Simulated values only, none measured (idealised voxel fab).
Process module heading - voxel released beams
Xsec cut, 205 nm wide, square cell size 5 nm.
Cross-section format: a grid of square cells, given as bands from top to bottom; each band is one or more rows of cells. Band entry format. Leading values: height of top, height of bottom, nm. Remainder: materials in left-to-right order, each with its width in nm. Special words: "everywhere" on a single material, which then fills the band edge to edge; "empty", empty space. Convention: height 0 is the level below which the wafer, as received, is all one material. The lowest band does not terminate at the bottom but continues downward, represented as "0 -> down". With a width like "30->40", each row of cells in the band differs from the next by the same amount, the top row carrying the first number and the bottom row the second. You'll sometimes find "nothing different" written for a step, and that's the way of saying that nowhere in the cross-section did a cell change during that step. The entry titled "Closed internal voids" provides the empty spaces that have no open way to the top, restricted to those of 8 cells or more. Each is presented as width x height at distance, the distance being measured from the left edge, with all three in nm. It should be noted that, on the line of a given step, the content following the step's settings is a remark produced by the simulator itself with respect to that step. overlay nm: right-of-plan distance of the mask on a masked step; negative values mean left-of-plan.
Intended process steps
step 1: RECEIVE, material Si
step 2: CONFORMAL_DEP, material SiN, thk nm 5
step 3: DIRECTIONAL_DEP, material SiO2, thk nm 15
step 4: PATTERN, tone open, mask id ANCHOR, material resist, width nm 35, thk nm 20, overlay nm 0
step 5: DIRECTIONAL_ETCH, etch materials SiO2, depth nm 15
step 6: STRIP, etch materials resist
step 7: CONFORMAL_DEP, material TiN, thk nm 15
step 8: PATTERN, tone cover, mask id BEAM, material resist, width nm 105, thk nm 15, overlay nm 0
step 9: DIRECTIONAL_ETCH, etch materials TiN, depth nm 15
step 10: STRIP, etch materials resist
step 11: STRIP, etch materials SiO2
first wafer, as planned
Wafer at receipt (post step 1), cross-section
    0 -> down | Si everywhere
    Closed internal voids: none
Cross-section of the wafer after step 2
    5 -> 0 | SiN everywhere
    Heights below 0 show no change.
Cross-section of the wafer after step 3
    20 -> 5 | SiO2 everywhere
    Heights below 5 show no change.
Cross-section of the wafer after step 4
    40 -> 20 | resist: 50  empty: 35  resist: 120
    Heights below 20 show no change.
Cross-section of the wafer after step 5
    40 -> 20 | resist: 50  empty: 35  resist: 120
    20 -> 5 | SiO2: 50  empty: 35  SiO2: 120
    Heights below 5 show no change.
Cross-section of the wafer after step 6
    20 -> 5 | SiO2: 50  empty: 35  SiO2: 120
    Heights below 5 show no change.
Cross-section of the wafer after step 7
    35 -> 20 | TiN: 65  empty: 5  TiN: 135
    20 -> 5 | SiO2: 50  TiN: 35  SiO2: 120
    Heights below 5 show no change.
Cross-section of the wafer after step 8
    50 -> 35 | empty: 45  resist: 105  empty: 55
    35 -> 20 | TiN: 65  resist: 5  TiN: 135
    Heights below 20 show no change.
Cross-section of the wafer after step 9
    50 -> 35 | empty: 45  resist: 105  empty: 55
    35 -> 20 | empty: 45  TiN: 20  resist: 5  TiN: 80  empty: 55
    Heights below 20 show no change.
Cross-section of the wafer after step 10
    35 -> 20 | empty: 45  TiN: 20  empty: 5  TiN: 80  empty: 55
    Heights below 20 show no change.
Cross-section of the wafer after step 11
    35 -> 20 | empty: 45  TiN: 20  empty: 5  TiN: 80  empty: 55
    20 -> 5 | empty: 50  TiN: 35  empty: 120
    Heights below 5 show no change.
Second wafer, same starting state and plan as the first, one mistake in the run, identical through step 6
when step 7 should have ended
    40 -> 20 | TiN everywhere
    20 -> 5 | SiO2: 50  TiN: 35  SiO2: 120
    Heights below 5 show no change.
when step 8 should have ended
    55 -> 40 | empty: 45  resist: 105  empty: 55
    Heights below 40 show no change.
when step 9 should have ended
    55 -> 40 | empty: 45  resist: 105  empty: 55
    40 -> 25 | empty: 45  TiN: 105  empty: 55
    Heights below 25 show no change.
when step 10 should have ended
    40 -> 25 | empty: 45  TiN: 105  empty: 55
    Heights below 25 show no change.
when step 11 should have ended: nothing different
Plan not followed: step 7 did not use the planned setting and instead ran as CONFORMAL_DEP, material TiN, thk nm 20
Heads up, by the end the second wafer has more or fewer cells of some materials compared to the first: SiO2: 102 more, TiN: 44 more
